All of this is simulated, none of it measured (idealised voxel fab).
This section sets out a process module, namely voxel gate over fins.
The figure presents cross-section cut, which has a width of 300 nm and is divided into square cells with an edge length of 5 nm.
Cross-section = grid of square cells, listed top down in bands; band = one or more rows. The band entry comprises the height of the band's top followed by the height of its bottom, expressed in nm, and subsequently the band's materials from left to right, each stated together with its width in nm. Where a single material is marked with the word "full width", that material fills the band from edge to edge. The word "air" represents empty space. Height 0 is the level under which the wafer as received is all one material. The lowest band goes on downwards, as in "top 0, no bottom". Note: "30 to 40" means the width goes from the first number (top row of the band) to the second number (bottom row) in equal steps per row of cells. Where a step carries "no modification", the cross-section came out of it unchanged, cell for cell. Reported under the label "Enclosed cavities" are the empty spaces having no open way to the top and comprising 8 cells or more; the notation for each is width x height at distance, in which the distance is measured from the left edge and all three values are in nm. On each step's line, the part that comes after the settings is the simulator's own comment on the step. The setting "overlay nm" may be written on the line of a step. When the step uses a mask, the value reports how far to the right of the planned place the mask lay, and a negative value reports that it lay to the left.

-- Steps in the process plan
1 RECEIVE [material Si]
2 CONFORMAL_DEP [material SiN] [thk nm 5]
3 MASKED_ETCH [tone cover] [mask id FINS] [width nm 15] [pitch nm 55] [etch materials SiN] [depth nm 5] [overlay nm 0]
4 MASKED_ETCH [tone cover] [mask id FINS] [width nm 15] [pitch nm 55] [etch materials Si] [depth nm 40] [overlay nm -15]
5 OXIDIZE [depth nm 5]
6 FILL_DEP [material SiO2] [thk nm 10]
7 CMP [height nm 5]
8 DIRECTIONAL_DEP [material aC] [thk nm 10]
9 PATTERN [tone open] [mask id RAIL] [material resist] [width nm 15] [thk nm 25] [overlay nm 0]
10 DIRECTIONAL_ETCH [etch materials aC] [depth nm 10]
11 STRIP [etch materials resist]
12 DIRECTIONAL_ETCH [etch materials SiO2] [depth nm 40]
13 STRIP [etch materials aC]
14 CONFORMAL_DEP [material TiN] [thk nm 5]
15 FILL_DEP [material W] [thk nm 10]
16 CMP [height nm 5]
17 SELECTIVE_ETCH [etch materials W Ru TiN] [depth nm 25]
18 FILL_DEP [material SiO2] [thk nm 5]
19 CMP [height nm 5]
20 SELECTIVE_ETCH [etch materials SiO2] [depth nm 15]
21 STRIP [etch materials SiN]
22 CONFORMAL_DEP [material HfO2] [thk nm 5]
23 CONFORMAL_DEP [material TiN] [thk nm 5]
24 CONFORMAL_DEP [material TiAl] [thk nm 5]
25 CONFORMAL_DEP [material TiN] [thk nm 5]
26 FILL_DEP [material W] [thk nm 15]
27 CMP [height nm 30]
28 CONFORMAL_DEP [material SiN] [thk nm 5]
The overlay nm used in step 4 is not the same on every wafer, whereas the starting condition is; the value printed in the plan is the first wafer's.

-- Cross-sectional view of the first of several wafers in the as-received condition, corresponding to the state following step 1
top 0, no bottom | Si full width
Enclosed cavities: none

-- End-of-module cross-section, first of several wafers, after last step 28
top 35, bottom 30 | SiN full width
top 30, bottom 20 | W full width
top 20, bottom 15 | W 45, then TiN 45, then W 10, then TiN 45, then W 10, then TiN 45, then W 10, then TiN 45, then W 45
top 15, bottom 10 | W 30, then TiN 20, then TiAl 35, then TiN 20, then TiAl 35, then TiN 20, then TiAl 35, then TiN 20, then TiAl 35, then TiN 5, then W 45
top 10, bottom 5 | TiN 35, then TiAl 20, then TiN 25, then TiAl 5, then TiN 5, then TiAl 20, then TiN 25, then TiAl 5, then TiN 5, then TiAl 20, then TiN 25, then TiAl 5, then TiN 5, then TiAl 20, then TiN 25, then TiAl 5, then TiN 50
top 5, bottom 0 | TiAl 40, then TiN 20, then HfO2 15, then TiN 5, then TiAl 15, then TiN 20, then HfO2 15, then TiN 5, then TiAl 15, then TiN 20, then HfO2 15, then TiN 5, then TiAl 15, then TiN 20, then HfO2 15, then TiN 5, then TiAl 55
top 0, bottom -5 | TiN 45, then HfO2 20, then Si 5, then HfO2 5, then TiN 25, then HfO2 20, then Si 5, then HfO2 5, then TiN 25, then HfO2 20, then Si 5, then HfO2 5, then TiN 25, then HfO2 20, then Si 5, then HfO2 5, then TiN 60
top -5, bottom -10 | HfO2 50, then Si 20, then HfO2 35, then Si 20, then HfO2 35, then Si 20, then HfO2 35, then Si 20, then HfO2 65
top -10, bottom -20 | SiO2 50, then Si 20, then SiO2 35, then Si 20, then SiO2 35, then Si 20, then SiO2 35, then Si 20, then SiO2 65
top -20, bottom -30 | SiO2 50, then Si 20, then SiO2 15, then TiN 5, then W 5, then TiN 5, then SiO2 5, then Si 20, then SiO2 35, then Si 20, then SiO2 35, then Si 20, then SiO2 65
top -30, bottom -35 | SiO2 50, then Si 20, then SiO2 15, then TiN 15, then SiO2 5, then Si 20, then SiO2 35, then Si 20, then SiO2 35, then Si 20, then SiO2 65
top -35, bottom -45 | SiO2 50, then Si 20, then SiO2 35, then Si 20, then SiO2 35, then Si 20, then SiO2 35, then Si 20, then SiO2 65
top -45, no bottom | Si full width
Enclosed cavities: none

-- Module end, final wafer: cross-section
top 35, bottom 30 | SiN full width
top 30, bottom 20 | W full width
top 20, bottom 15 | W 45, then TiN 45, then W 10, then TiN 45, then W 10, then TiN 45, then W 10, then TiN 45, then W 45
top 15, bottom 10 | W 45, then TiN 5, then TiAl 35, then TiN 20, then TiAl 35, then TiN 20, then TiAl 35, then TiN 20, then TiAl 35, then TiN 20, then W 30
top 10, bottom 5 | TiN 50, then TiAl 5, then TiN 25, then TiAl 20, then TiN 5, then TiAl 5, then TiN 25, then TiAl 20, then TiN 5, then TiAl 5, then TiN 25, then TiAl 20, then TiN 5, then TiAl 5, then TiN 25, then TiAl 20, then TiN 35
top 5, bottom 0 | TiAl 55, then TiN 5, then HfO2 15, then TiN 20, then TiAl 15, then TiN 5, then HfO2 15, then TiN 20, then TiAl 15, then TiN 5, then HfO2 15, then TiN 20, then TiAl 15, then TiN 5, then HfO2 15, then TiN 20, then TiAl 40
top 0, bottom -5 | TiN 60, then HfO2 5, then Si 5, then HfO2 20, then TiN 25, then HfO2 5, then Si 5, then HfO2 20, then TiN 25, then HfO2 5, then Si 5, then HfO2 20, then TiN 25, then HfO2 5, then Si 5, then HfO2 20, then TiN 45
top -5, bottom -10 | HfO2 65, then Si 20, then HfO2 35, then Si 20, then HfO2 35, then Si 20, then HfO2 35, then Si 20, then HfO2 50
top -10, bottom -20 | SiO2 65, then Si 20, then SiO2 35, then Si 20, then SiO2 35, then Si 20, then SiO2 35, then Si 20, then SiO2 50
top -20, bottom -30 | SiO2 65, then Si 20, then TiN 5, then W 5, then TiN 5, then SiO2 20, then Si 20, then SiO2 35, then Si 20, then SiO2 35, then Si 20, then SiO2 50
top -30, bottom -35 | SiO2 65, then Si 20, then TiN 15, then SiO2 20, then Si 20, then SiO2 35, then Si 20, then SiO2 35, then Si 20, then SiO2 50
top -35, bottom -45 | SiO2 65, then Si 20, then SiO2 35, then Si 20, then SiO2 35, then Si 20, then SiO2 35, then Si 20, then SiO2 50
top -45, no bottom | Si full width
Enclosed cavities: none

-- End of module, by wafer: material-by-material cell gain (+) or loss (-) since receipt, then closed voids
overlay nm -15, +76 HfO2, -408 Si, +60 SiN, +299 SiO2, +76 TiAl, +156 TiN, +161 W, Enclosed cavities: none
overlay nm -10, +76 HfO2, -440 Si, +60 SiN, +327 SiO2, +76 TiAl, +159 TiN, +162 W, Enclosed cavities: none
overlay nm -5, +76 HfO2, -472 Si, +60 SiN, +355 SiO2, +76 TiAl, +159 TiN, +166 W, Enclosed cavities: none
overlay nm 0, +76 HfO2, -504 Si, +60 SiN, +383 SiO2, +76 TiAl, +159 TiN, +170 W, Enclosed cavities: none
overlay nm 5, +76 HfO2, -472 Si, +60 SiN, +355 SiO2, +76 TiAl, +159 TiN, +166 W, Enclosed cavities: none
overlay nm 10, +76 HfO2, -440 Si, +60 SiN, +327 SiO2, +76 TiAl, +159 TiN, +162 W, Enclosed cavities: none
overlay nm 15, +76 HfO2, -408 Si, +60 SiN, +299 SiO2, +76 TiAl, +156 TiN, +161 W, Enclosed cavities: none
